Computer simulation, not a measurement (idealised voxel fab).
Process module heading - voxel gate over fins
The cross-section shown here is cut; it is 165 nm wide and divided into square cells measuring 5 nm on a side.
If you're reading a cross-section in this doc, picture square cells in a grid; it comes to you as bands, top ones listed first down to the bottom, and a band can be one or more rows of cells.
This entry defines a band. It first specifies the height of the band's top and the height of its bottom in nm, and then specifies the band's materials from left to right, stating each material with its width in nm. The word "everywhere" identifies a single material that fills the band from edge to edge, while the word "air" identifies empty space.
All heights in this document are referenced to 0, defined as the level beneath which the wafer, as received, consists entirely of one material. The lowest band is not bounded below; it extends indefinitely downward and is written in the form "0 nm and below".
When a width is written as two numbers, as in "30->40", the first number is the width in the top row of cells of the band and the second is the width in its bottom row, and the width changes by the same amount from each row to the next.
Basically "no change occurred" means that step didn't change any cell in the cross-section.
"closed voids" lists enclosed empty spaces (at least 8 cells, no open path upward to the top), each as width x height at distance from the left edge, in nm.
The remark found on a step's line after its settings is issued by the simulator itself and pertains to that step.
"overlay nm" answers the question of how far to the right of plan the mask lay on a step that has a mask, and when it is negative the answer is to the left.
## These are the steps we planned for the process
step 1: RECEIVE [material Si]
step 2: CONFORMAL_DEP [material SiN] [thk nm 10]
step 3: MASKED_ETCH [tone cover] [mask id FINS] [width nm 15] [pitch nm 55] [etch materials SiN] [depth nm 10] [overlay nm 0]
step 4: MASKED_ETCH [tone cover] [mask id FINS] [width nm 15] [pitch nm 55] [etch materials Si] [depth nm 30] [overlay nm 0]
step 5: OXIDIZE [depth nm 5]
step 6: FILL_DEP [material SiO2] [thk nm 5]
step 7: CMP [height nm 10]
step 8: DIRECTIONAL_DEP [material aC] [thk nm 10]
step 9: PATTERN [tone open] [mask id RAIL] [material resist] [width nm 15] [thk nm 30] [overlay nm 0]
step 10: DIRECTIONAL_ETCH [etch materials aC] [depth nm 10]
step 11: STRIP [etch materials resist]
step 12: DIRECTIONAL_ETCH [etch materials SiO2] [depth nm 35]
step 13: STRIP [etch materials aC]
step 14: CONFORMAL_DEP [material TiN] [thk nm 5]
step 15: FILL_DEP [material W] [thk nm 5]
step 16: CMP [height nm 10]
step 17: SELECTIVE_ETCH [etch materials W Ru TiN] [depth nm 30]
step 18: FILL_DEP [material SiO2] [thk nm 5]
step 19: CMP [height nm 10]
step 20: SELECTIVE_ETCH [etch materials SiO2] [depth nm 20]
step 21: STRIP [etch materials SiN]
step 22: CONFORMAL_DEP [material HfO2] [thk nm 5]
step 23: CONFORMAL_DEP [material TiN] [thk nm 5]
step 24: CONFORMAL_DEP [material TiAl] [thk nm 5]
step 25: CONFORMAL_DEP [material TiN] [thk nm 5]
step 26: FILL_DEP [material W] [thk nm 10]
step 27: CMP [height nm 15]
step 28: CONFORMAL_DEP [material SiN] [thk nm 10]
The plan shows the height nm of step 27 as the first wafer had it; this setting differs between the wafers, which start out alike.
## Cross-section of the first incoming wafer of several, state after step 1
* 0 nm and below | Si everywhere
* closed voids: none
## Basically each wafer gets a line in the table, showing it at the end of the module: material by material, the cells it gained (+) or lost (-) since we got it, then its closed voids
height nm 15 | +41 HfO2 | -217 Si | +66 SiN | +152 SiO2 | +41 TiAl | +67 TiN | +15 W | closed voids: none
height nm 20 | +41 HfO2 | -217 Si | +66 SiN | +152 SiO2 | +41 TiAl | +85 TiN | +30 W | closed voids: none
height nm 25 | +41 HfO2 | -217 Si | +66 SiN | +152 SiO2 | +41 TiAl | +85 TiN | +63 W | closed voids: none
height nm 30 | +41 HfO2 | -217 Si | +66 SiN | +152 SiO2 | +41 TiAl | +85 TiN | +96 W | closed voids: none
